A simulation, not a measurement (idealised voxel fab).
process module | voxel capacitor over wiring
cross-section cut | 245 nm wide | cells 5 nm
A cross-section is a grid of square cells, given in bands from the top down. A band is one or more rows of cells.
Each band's line starts with the height of the band's top and of its bottom, in nm. Then come its materials from left to right, each with its width in nm. One material with "throughout" fills the band from edge to edge. "air" is empty space.
Height 0 is the level under which the wafer as received is all one material. The lowest band goes on downwards, as in "0 down".
A width such as "30 to 40" changes by the same amount from each row of cells to the next, from the band's top row to its bottom row.
"no change" after a step means that no cell of the cross-section changed.
closed voids: empty space of 8 cells or more with no open way to the top, each as width x height at its distance from the left edge, in nm
after a step's settings: what the simulator itself notes on the step
overlay nm, on a step with a mask: how far to the right of its planned place the mask lay; to the left if negative
plan
1 op RECEIVE | material Si
2 op CONFORMAL_DEP | material SiO2 | thk nm 10
3 op CONFORMAL_DEP | material SiN | thk nm 5
4 op DIRECTIONAL_DEP | material SiO2 | thk nm 15
5 op PATTERN | tone open | mask id METAL_1 | material resist | width nm 30 | pitch nm 95 | thk nm 20 | overlay nm 0
6 op DIRECTIONAL_ETCH | etch materials SiO2 | depth nm 15
7 op DIRECTIONAL_ETCH | etch materials SiN | depth nm 5
8 op STRIP | etch materials resist
9 op CONFORMAL_DEP | material TiN | thk nm 5
10 op FILL_DEP | material W | thk nm 5
11 op CMP | height nm 30
12 op EPI | material Ru | thk nm 5
13 op FILL_DEP | material SiCN | thk nm 5
14 op DIRECTIONAL_DEP | material lowk | thk nm 20
15 op DIRECTIONAL_DEP | material aC | thk nm 10
16 op PATTERN | tone open | mask id PLUG_1 | material resist | width nm 15 | thk nm 30 | overlay nm 0
17 op DIRECTIONAL_ETCH | etch materials aC | depth nm 10
18 op STRIP | etch materials resist
19 op DIRECTIONAL_ETCH | etch materials lowk | depth nm 20
20 op DIRECTIONAL_ETCH | etch materials SiCN | depth nm 5
21 op STRIP | etch materials aC
22 op EPI | material Ru | thk nm 10
23 op EPI | material Ru | thk nm 10
24 op EPI | material Ru | thk nm 5
25 op DIRECTIONAL_DEP | material TiN | thk nm 5
26 op DIRECTIONAL_DEP | material Al2O3 | thk nm 5
27 op DIRECTIONAL_DEP | material TiN | thk nm 5
28 op PATTERN | tone cover | mask id UPPER_PLATE | material resist | width nm 70 | thk nm 20 | overlay nm 0
29 op DIRECTIONAL_ETCH | etch materials TiN | depth nm 5
30 op DIRECTIONAL_ETCH | etch materials Al2O3 | depth nm 5
31 op STRIP | etch materials resist
32 op DIRECTIONAL_DEP | material aC | thk nm 10
33 op PATTERN | tone cover | mask id LOWER_PLATE | material resist | width nm 80 | thk nm 30 | overlay nm 0
34 op DIRECTIONAL_ETCH | etch materials aC | depth nm 10
35 op STRIP | etch materials resist
36 op DIRECTIONAL_ETCH | etch materials TiN | depth nm 5
37 op STRIP | etch materials aC
38 op FILL_DEP | material SiO2 | thk nm 15
39 op CMP | height nm 85
40 op PATTERN | tone open | mask id PLUG_2 | material resist | width nm 15 | thk nm 15 | overlay nm 0
41 op DIRECTIONAL_ETCH | etch materials SiO2 | depth nm 10
42 op STRIP | etch materials resist
43 op CONFORMAL_DEP | material TiN | thk nm 5
44 op FILL_DEP | material Cu | thk nm 5
45 op CMP | height nm 85
46 op CONFORMAL_DEP | material SiCN | thk nm 5
as received, after step 1
  0 down: Si throughout
  closed voids: none
a wafer at the end: this start, this plan, one mistake
  90 to 85: SiCN throughout
  85 to 80: SiO2 70 | TiN 5 | SiO2 10 | TiN 65 | SiO2 95
  80 to 75: lowk 75 | SiO2 10 | TiN 5 | lowk 155
  75 to 70: lowk 75 | TiN 15 | lowk 155
  70 to 65: lowk 75 | Al2O3 15 | lowk 155
  65 to 60: lowk 75 | TiN 15 | lowk 155
  60 to 40: lowk throughout
  40 to 35: SiCN throughout
  35 to 30: SiCN 55 | Ru 40 | SiCN 55 | Ru 40 | SiCN 55
  30 to 15: SiO2 60 | TiN 5 | W 20 | TiN 5 | SiO2 65 | TiN 5 | W 20 | TiN 5 | SiO2 60
  15 to 10: SiN 60 | TiN 30 | SiN 65 | TiN 30 | SiN 60
  10 to 0: SiO2 throughout
  0 down: Si throughout
  closed voids: none
what went wrong: step 14 was run twice
